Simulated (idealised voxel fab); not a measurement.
voxel self aligned vias: a process module
Cross-section cut spans 170 nm and uses square cells 5 nm in size.
Cross-section = grid of square cells, listed top down in bands; band = one or more rows. Per band: top height and bottom height in nm, followed by the left-to-right materials and their widths in nm; "throughout" marks a single material spanning edge to edge, "empty" marks empty space. Heights are reckoned from 0. Under this level, the received wafer is all of one material. The bottommost band is open-ended downward, for example "0..down". With a width like "30..40", each row of cells in the band differs from the next by the same amount, the top row carrying the first number and the bottom row the second. "remained unchanged" -> step changed no cross-section cell. "closed voids" enumerates empty spaces isolated from the top, with no open way to it, that contain at least 8 cells, giving each as width x height at distance from the left edge, all three in nm. On a step's line, text after the settings is the simulator commenting on that step. overlay nm: on a step with a mask, how far right of its planned place the mask lay; negative means left.
-- The following list gives the planned process steps
1 RECEIVE [material Si]
2 CONFORMAL_DEP [material SiO2] [thk nm 15]
3 CONFORMAL_DEP [material SiCN] [thk nm 5]
4 DIRECTIONAL_DEP [material lowk] [thk nm 30]
5 PATTERN [tone open] [mask id LINES] [material resist] [width nm 15] [pitch nm 50] [thk nm 20] [overlay nm 0]
6 DIRECTIONAL_ETCH [etch materials lowk] [depth nm 30]
7 STRIP [etch materials resist]
8 CONFORMAL_DEP [material TiN] [thk nm 5]
9 FILL_DEP [material W] [thk nm 5]
10 CMP [height nm 50]
11 SELECTIVE_ETCH [etch materials W Ru TiN] [depth nm 5]
12 FILL_DEP [material SiN] [thk nm 5]
13 CMP [height nm 50]
14 DIRECTIONAL_DEP [material lowk] [thk nm 15]
15 MASKED_ETCH [tone open] [mask id VIAS] [width nm 35] [pitch nm 100] [etch materials lowk] [depth nm 15] [overlay nm 0]
16 MASKED_ETCH [tone open] [mask id VIAS] [width nm 35] [pitch nm 100] [etch materials SiN] [depth nm 5] [overlay nm 0]
17 CONFORMAL_DEP [material TiN] [thk nm 5]
18 FILL_DEP [material W] [thk nm 10]
19 CMP [height nm 65]
20 CONFORMAL_DEP [material SiN] [thk nm 5]
Wafers differ in width nm at step 5; plan lists the first wafer's value; identical starting state.
-- First wafer of several, as received: cross-section after step 1
	0..down | Si throughout
	closed voids: none
-- End of module, by wafer: material-by-material cell gain (+) or loss (-) since receipt, then closed voids
width nm 15, +34 SiCN, +37 SiN, +102 SiO2, +59 TiN, +34 W, +210 lowk, closed voids: none
width nm 20, +34 SiCN, +38 SiN, +102 SiO2, +62 TiN, +48 W, +192 lowk, closed voids: none
width nm 25, +34 SiCN, +39 SiN, +102 SiO2, +65 TiN, +62 W, +174 lowk, closed voids: none
width nm 30, +34 SiCN, +40 SiN, +102 SiO2, +68 TiN, +76 W, +156 lowk, closed voids: none
width nm 35, +34 SiCN, +41 SiN, +102 SiO2, +71 TiN, +90 W, +138 lowk, closed voids: none
